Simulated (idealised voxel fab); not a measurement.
The process module that follows is named voxel ribs on slabs.
In the cross-section labelled cut, the width is 275 nm and each square cell is 5 nm.
Cross-section, as written here: a square-cell grid given band by band from the top down, where a band holds one or more rows of cells.
It is stipulated that each band's entry specify, in nanometres, the height of the top of the band and then that of its bottom, followed by the materials of the band in left-to-right sequence, each together with its width in nanometres. A single material marked by the word "everywhere" is understood to fill the band from edge to edge; the word "empty" is understood to denote empty space.
Below 0: as-received wafer, all one material; heights counted from there. Lowest band: no bottom, goes on down, written "top 0, no bottom".
The notation "30..40" denotes a width that varies across the rows of cells in the band, beginning at the first number in the top row, finishing at the second number in the bottom row, and changing by an identical amount from each row to the next.
Where the words "remained unchanged" appear for a step, the cross-section shows no cell changed by that step; every cell remained as before.
"Closed cavities" contains a list of empty spaces, each no smaller than 8 cells and without an open way to the top, written in the form width x height at distance with the distance from the left edge and all three in nm.
Formally, on a step line, whatever follows the settings is a remark that the simulator itself makes on the step.
Regarding "overlay nm": on a step with a mask, it is the distance the mask lay to the right of its planned place; a negative value places it to the left.
These are the steps we planned for the process
step 1: RECEIVE, material Si
step 2: DIRECTIONAL_DEP, material SiO2, thk nm 30
step 3: DIRECTIONAL_DEP, material polySi, thk nm 25
step 4: MASKED_ETCH, tone cover, mask id RIB, width nm 20, etch materials polySi, depth nm 5, overlay nm 0
step 5: MASKED_ETCH, tone cover, mask id SLAB, width nm 80, etch materials polySi, depth nm 20, overlay nm 0
step 6: FILL_DEP, material SiO2, thk nm 20
step 7: CMP, height nm 70
step 8: DIRECTIONAL_DEP, material TiN, thk nm 10
step 9: MASKED_ETCH, tone cover, mask id HEATER, width nm 30, etch materials TiN, depth nm 10, overlay nm 0
step 10: CONFORMAL_DEP, material SiN, thk nm 10
Cross-section, incoming material, after step 1
- top 0, no bottom = Si everywhere
- Closed cavities: none
Wafer at module end, in section. Began as above, planned as above, run with one mistake
- top 90, bottom 85 = 110 nm empty, 50 nm SiN, 115 nm empty
- top 85, bottom 80 = SiN everywhere
- top 80, bottom 75 = 120 nm SiN, 30 nm TiN, 125 nm SiN
- top 75, bottom 70 = TiN everywhere
- top 70, bottom 55 = SiO2 everywhere
- top 55, bottom 50 = 125 nm SiO2, 20 nm polySi, 130 nm SiO2
- top 50, bottom 30 = 95 nm SiO2, 80 nm polySi, 100 nm SiO2
- top 30, bottom 0 = SiO2 everywhere
- top 0, no bottom = Si everywhere
- Closed cavities: none
Nonconformance to the process plan: it should be noted that step 9 was executed with settings other than those planned, the operation and settings actually applied being MASKED_ETCH, tone cover, mask id HEATER, width nm 30, etch materials TiN, depth nm 5, overlay nm 0
